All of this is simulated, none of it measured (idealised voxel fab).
Process module, titled voxel self aligned vias
Each square cell in cross-section cut measures 5 nm, and the section as a whole is 250 nm wide.
Cross-section spec: square-cell grid; bands listed top down; each band is one or more rows. Read a band's entry like this: the first values are the height of its top and the height of its bottom in nm, and what follows is the sequence of materials from left to right, each with its width in nm. Note that "empty" is empty space, and that a single material marked "all across" reaches across the band from edge to edge. Heights from 0 (as-received wafer is one material below). Bottom band endless downward, as "z 0 and below". Width spec "30->40" -> top row of cells at first value, bottom row at second value, equal per-row change in between. It should be understood that the words "stayed the same", when stated for a given step, signify that the cross-section underwent no change in any of its cells during that step. "Closed void catalog": empty spaces of 8 cells or more with no open way to the top, each given as width x height at distance, distance from the left edge, all in nm. That trailing text on a step's line, after the settings, is the simulator's own remark on the step. A step line may carry the setting "overlay nm", which, for steps involving a mask, states the distance by which the mask lay to the right of its intended position; negative values denote displacement to the left.
## Below is the list of planned process steps
- 1: RECEIVE | material Si
- 2: CONFORMAL_DEP | material SiO2 | thk nm 15
- 3: CONFORMAL_DEP | material SiCN | thk nm 5
- 4: DIRECTIONAL_DEP | material SiO2 | thk nm 30
- 5: DIRECTIONAL_DEP | material aC | thk nm 15
- 6: PATTERN | tone open | mask id LINES | material resist | width nm 30 | pitch nm 75 | thk nm 35 | overlay nm 0
- 7: DIRECTIONAL_ETCH | etch materials aC | depth nm 15
- 8: STRIP | etch materials resist
- 9: DIRECTIONAL_ETCH | etch materials SiO2 | depth nm 30
- 10: STRIP | etch materials aC
- 11: CONFORMAL_DEP | material TiN | thk nm 5
- 12: FILL_DEP | material W | thk nm 10
- 13: CMP | height nm 50
- 14: SELECTIVE_ETCH | etch materials W Ru TiN | depth nm 5
- 15: FILL_DEP | material SiN | thk nm 5
- 16: CMP | height nm 50
- 17: DIRECTIONAL_DEP | material SiO2 | thk nm 20
- 18: PATTERN | tone open | mask id VIAS | material resist | width nm 50 | pitch nm 150 | thk nm 15 | overlay nm 0
- 19: DIRECTIONAL_ETCH | etch materials SiO2 | depth nm 20
- 20: DIRECTIONAL_ETCH | etch materials SiN | depth nm 5
- 21: STRIP | etch materials resist
- 22: CONFORMAL_DEP | material TiN | thk nm 5
- 23: FILL_DEP | material Cu | thk nm 10
- 24: CMP | height nm 70
- 25: CONFORMAL_DEP | material SiN | thk nm 5
## Incoming wafer in cross-section (state: after step 1)
z 0 and below | Si all across
Closed void catalog: none
## Here's the cross-section of the first of our two wafers at the end of the module - it ran as planned
z 75 to 70 | SiN all across
z 70 to 55 | SiO2 25 nm / TiN 5 nm / Cu 40 nm / TiN 5 nm / SiO2 100 nm / TiN 5 nm / Cu 40 nm / TiN 5 nm / SiO2 25 nm
z 55 to 50 | SiO2 25 nm / TiN 15 nm / Cu 20 nm / TiN 15 nm / SiO2 100 nm / TiN 15 nm / Cu 20 nm / TiN 15 nm / SiO2 25 nm
z 50 to 45 | SiO2 35 nm / TiN 30 nm / SiO2 45 nm / SiN 30 nm / SiO2 45 nm / TiN 30 nm / SiO2 35 nm
z 45 to 25 | SiO2 35 nm / TiN 5 nm / W 20 nm / TiN 5 nm / SiO2 45 nm / TiN 5 nm / W 20 nm / TiN 5 nm / SiO2 45 nm / TiN 5 nm / W 20 nm / TiN 5 nm / SiO2 35 nm
z 25 to 20 | SiO2 35 nm / TiN 30 nm / SiO2 45 nm / TiN 30 nm / SiO2 45 nm / TiN 30 nm / SiO2 35 nm
z 20 to 15 | SiCN all across
z 15 to 0 | SiO2 all across
z 0 and below | Si all across
Closed void catalog: none
## Second wafer of the two, sectioned at the end of the module. It began like the first and followed the same plan, but one mistake was made while running it
z 75 to 70 | SiN all across
z 70 to 55 | SiO2 30 nm / TiN 5 nm / Cu 40 nm / TiN 5 nm / SiO2 100 nm / TiN 5 nm / Cu 40 nm / TiN 5 nm / SiO2 20 nm
z 55 to 50 | SiO2 30 nm / TiN 10 nm / Cu 20 nm / TiN 20 nm / SiO2 100 nm / TiN 10 nm / Cu 20 nm / TiN 20 nm / SiO2 20 nm
z 50 to 45 | SiO2 35 nm / TiN 30 nm / SiO2 45 nm / SiN 30 nm / SiO2 45 nm / TiN 30 nm / SiO2 35 nm
z 45 to 25 | SiO2 35 nm / TiN 5 nm / W 20 nm / TiN 5 nm / SiO2 45 nm / TiN 5 nm / W 20 nm / TiN 5 nm / SiO2 45 nm / TiN 5 nm / W 20 nm / TiN 5 nm / SiO2 35 nm
z 25 to 20 | SiO2 35 nm / TiN 30 nm / SiO2 45 nm / TiN 30 nm / SiO2 45 nm / TiN 30 nm / SiO2 35 nm
z 20 to 15 | SiCN all across
z 15 to 0 | SiO2 all across
z 0 and below | Si all across
Closed void catalog: none
Want to know what went wrong? so step 18 ended up running with a different setting than we planned, it ran as PATTERN | tone open | mask id VIAS | material resist | width nm 50 | pitch nm 150 | thk nm 15 | overlay nm 5
Heads up: at the end the two wafers have identical cell counts per material, they're just laid out differently.
